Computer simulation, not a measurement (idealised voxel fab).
process module | voxel self aligned vias
cross-section cut | 255 nm wide | cells 5 nm
A cross-section is a grid of square cells, given in bands from the top down. A band is one or more rows of cells.
Each band's line starts with the height of the band's top and of its bottom, in nm. Then come its materials from left to right, each with its width in nm. One material with "throughout" fills the band from edge to edge. "air" is empty space.
Height 0 is the level under which the wafer as received is all one material. The lowest band goes on downwards, as in "0 down".
A width such as "30 to 40" changes by the same amount from each row of cells to the next, from the band's top row to its bottom row.
"no change" after a step means that no cell of the cross-section changed.
closed voids: empty space of 8 cells or more with no open way to the top, each as width x height at its distance from the left edge, in nm
after a step's settings: what the simulator itself notes on the step
overlay nm, on a step with a mask: how far to the right of its planned place the mask lay; to the left if negative
plan
1 op RECEIVE | material Si
2 op CONFORMAL_DEP | material SiO2 | thk nm 10
3 op CONFORMAL_DEP | material SiCN | thk nm 5
4 op DIRECTIONAL_DEP | material SiO2 | thk nm 25
5 op DIRECTIONAL_DEP | material aC | thk nm 15
6 op PATTERN | tone open | mask id LINES | material resist | width nm 25 | pitch nm 75 | thk nm 30 | overlay nm 0
7 op DIRECTIONAL_ETCH | etch materials aC | depth nm 15
8 op STRIP | etch materials resist
9 op DIRECTIONAL_ETCH | etch materials SiO2 | depth nm 25
10 op STRIP | etch materials aC
11 op CONFORMAL_DEP | material TiN | thk nm 5
12 op FILL_DEP | material Ru | thk nm 5
13 op CMP | height nm 40
14 op SELECTIVE_ETCH | etch materials W Ru TiN | depth nm 10
15 op FILL_DEP | material SiN | thk nm 5
16 op CMP | height nm 40
17 op DIRECTIONAL_DEP | material SiO2 | thk nm 15
18 op PATTERN | tone open | mask id VIAS | material resist | width nm 45 | pitch nm 150 | thk nm 15 | overlay nm 0
19 op DIRECTIONAL_ETCH | etch materials SiO2 | depth nm 15
20 op DIRECTIONAL_ETCH | etch materials SiN | depth nm 10
21 op STRIP | etch materials resist
22 op CONFORMAL_DEP | material TiN | thk nm 5
23 op FILL_DEP | material Cu | thk nm 10
24 op CMP | height nm 55
25 op CONFORMAL_DEP | material SiN | thk nm 5
as received, after step 1
  0 down: Si throughout
  closed voids: none
first wafer at the end, as planned
  60 to 55: SiN throughout
  55 to 45: SiO2 30 | TiN 5 | Cu 35 | TiN 5 | SiO2 105 | TiN 5 | Cu 35 | TiN 5 | SiO2 30
  45 to 40: SiO2 30 | TiN 15 | Cu 15 | TiN 15 | SiO2 105 | TiN 15 | Cu 15 | TiN 15 | SiO2 30
  40 to 35: SiO2 40 | TiN 5 | Cu 15 | TiN 5 | SiO2 50 | SiN 25 | SiO2 50 | TiN 5 | Cu 15 | TiN 5 | SiO2 40
  35 to 30: SiO2 40 | TiN 25 | SiO2 50 | SiN 25 | SiO2 50 | TiN 25 | SiO2 40
  30 to 20: SiO2 40 | TiN 5 | Ru 15 | TiN 5 | SiO2 50 | TiN 5 | Ru 15 | TiN 5 | SiO2 50 | TiN 5 | Ru 15 | TiN 5 | SiO2 40
  20 to 15: SiO2 40 | TiN 25 | SiO2 50 | TiN 25 | SiO2 50 | TiN 25 | SiO2 40
  15 to 10: SiCN throughout
  10 to 0: SiO2 throughout
  0 down: Si throughout
  closed voids: none
second wafer at the end: like start, like plan, one mistake
  60 to 55: SiN throughout
  55 to 45: Cu 25 | TiN 5 | SiO2 45 | TiN 5 | Cu 95 | TiN 5 | SiO2 45 | TiN 5 | Cu 25
  45 to 40: TiN 30 | SiO2 45 | TiN 45 | Cu 15 | TiN 45 | SiO2 45 | TiN 30
  40 to 35: SiO2 40 | SiN 25 | SiO2 50 | TiN 5 | Cu 15 | TiN 5 | SiO2 50 | SiN 25 | SiO2 40
  35 to 30: SiO2 40 | SiN 25 | SiO2 50 | TiN 25 | SiO2 50 | SiN 25 | SiO2 40
  30 to 20: SiO2 40 | TiN 5 | Ru 15 | TiN 5 | SiO2 50 | TiN 5 | Ru 15 | TiN 5 | SiO2 50 | TiN 5 | Ru 15 | TiN 5 | SiO2 40
  20 to 15: SiO2 40 | TiN 25 | SiO2 50 | TiN 25 | SiO2 50 | TiN 25 | SiO2 40
  15 to 10: SiCN throughout
  10 to 0: SiO2 throughout
  0 down: Si throughout
  closed voids: none
what went wrong: step 18 ran as: op PATTERN | tone cover | mask id VIAS | material resist | width nm 45 | pitch nm 150 | thk nm 15 | overlay nm 0
at the end the second wafer has, in cells: 24 more of Cu | 10 more of SiN | 45 fewer of SiO2 | 11 more of TiN
